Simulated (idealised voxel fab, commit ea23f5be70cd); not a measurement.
process module | voxel capacitor over wiring
FYI the section here is cut, 200 nm wide, cells are 5 nm squares.
When this document writes out a cross-section, it uses a grid of square cells and lists it as bands, beginning at the top and moving down, with a band standing for one or more rows of cells.
Within each band entry, the heights of the top and of the bottom of the band appear first, in that order and in nm; the materials of the band then follow from left to right, each with its corresponding width in nm. The designation "full width" on a single material indicates that it fills the band from edge to edge; the designation "empty" indicates empty space.
Ref level 0: as-received wafer is one material below here. Bottom band extends down with no lower bound ("0 -> down").
The notation "30..40" denotes a width that varies across the rows of cells in the band, beginning at the first number in the top row, finishing at the second number in the bottom row, and changing by an identical amount from each row to the next.
Step note "no modification" = no cross-section cell changed.
Voids not open to the top, 8 cells minimum: see "Sealed internal cavities". Written width x height at distance; distance is from the left edge; nm.
Note: text after step settings on the step line = simulator remark on that step.
For masked steps, "overlay nm" on the step line gives how far right of plan the mask actually lay; a minus sign means it lay to the left.

Intended process steps
1) op RECEIVE | material Si
2) op CONFORMAL_DEP | material SiO2 | thk nm 15
3) op DIRECTIONAL_DEP | material TiN | thk nm 5
4) op DIRECTIONAL_DEP | material Ru | thk nm 25
5) op PATTERN | tone cover | mask id METAL_1 | material resist | width nm 25 | pitch nm 85 | thk nm 20 | overlay nm 0
6) op DIRECTIONAL_ETCH | etch materials Ru | depth nm 25
7) op DIRECTIONAL_ETCH | etch materials TiN | depth nm 5
8) op STRIP | etch materials resist
9) op FILL_DEP | material SiO2 | thk nm 10
10) op CMP | height nm 45
11) op CONFORMAL_DEP | material SiCN | thk nm 5
12) op DIRECTIONAL_DEP | material lowk | thk nm 20
13) op MASKED_ETCH | tone open | mask id PLUG_1 | width nm 15 | etch materials lowk | depth nm 20 | overlay nm 0
14) op MASKED_ETCH | tone open | mask id PLUG_1 | width nm 15 | etch materials SiCN | depth nm 5 | overlay nm 0
15) op EPI | material Ru | thk nm 10
16) op EPI | material Ru | thk nm 10
17) op EPI | material Ru | thk nm 5
18) op DIRECTIONAL_DEP | material TiN | thk nm 10
19) op DIRECTIONAL_DEP | material HfO2 | thk nm 5
20) op DIRECTIONAL_DEP | material TiN | thk nm 10
21) op DIRECTIONAL_DEP | material aC | thk nm 10
22) op PATTERN | tone cover | mask id UPPER_PLATE | material resist | width nm 65 | thk nm 30 | overlay nm 0
23) op DIRECTIONAL_ETCH | etch materials aC | depth nm 10
24) op STRIP | etch materials resist
25) op DIRECTIONAL_ETCH | etch materials TiN | depth nm 10
26) op DIRECTIONAL_ETCH | etch materials HfO2 | depth nm 5
27) op STRIP | etch materials aC
28) op DIRECTIONAL_DEP | material aC | thk nm 15
29) op PATTERN | tone cover | mask id LOWER_PLATE | material resist | width nm 75 | thk nm 35 | overlay nm 0
30) op DIRECTIONAL_ETCH | etch materials aC | depth nm 15
31) op STRIP | etch materials resist
32) op DIRECTIONAL_ETCH | etch materials TiN | depth nm 10
33) op STRIP | etch materials aC
34) op FILL_DEP | material SiO2 | thk nm 20
35) op CMP | height nm 110
36) op PATTERN | tone open | mask id PLUG_2 | material resist | width nm 15 | thk nm 15 | overlay nm 0
37) op DIRECTIONAL_ETCH | etch materials SiO2 | depth nm 15
38) op STRIP | etch materials resist
39) op CONFORMAL_DEP | material TiN | thk nm 5
40) op FILL_DEP | material Ru | thk nm 10
41) op CMP | height nm 110
42) op CONFORMAL_DEP | material SiN | thk nm 5

Wafer at receipt (post step 1), cross-section
0 -> down | Si full width
Sealed internal cavities: none

Cross-section, end of module. Start: as above. Plan: as above. Execution: one mistake
115 -> 110 | SiN full width
110 -> 100 | SiO2 (75), TiN (5), Ru (5), TiN (5), SiO2 (110)
100 -> 95 | SiO2 (75), TiN (15), SiO2 (110)
95 -> 85 | SiO2 (55), TiN (65), SiO2 (80)
85 -> 80 | SiO2 (55), HfO2 (65), SiO2 (80)
80 -> 70 | SiO2 (50), TiN (75), SiO2 (75)
70 -> 50 | lowk (55), Ru (15), lowk (130)
50 -> 45 | SiCN (55), Ru (15), SiCN (130)
45 -> 20 | SiO2 (45), Ru (25), SiO2 (60), Ru (25), SiO2 (45)
20 -> 15 | SiO2 (45), TiN (25), SiO2 (60), TiN (25), SiO2 (45)
15 -> 0 | SiO2 full width
0 -> down | Si full width
Sealed internal cavities: none
In executing the process, a mistake was made relative to the plan: for step 36, the planned setting was not used; the step was instead run as op PATTERN | tone open | mask id PLUG_2 | material resist | width nm 15 | thk nm 15 | overlay nm 10
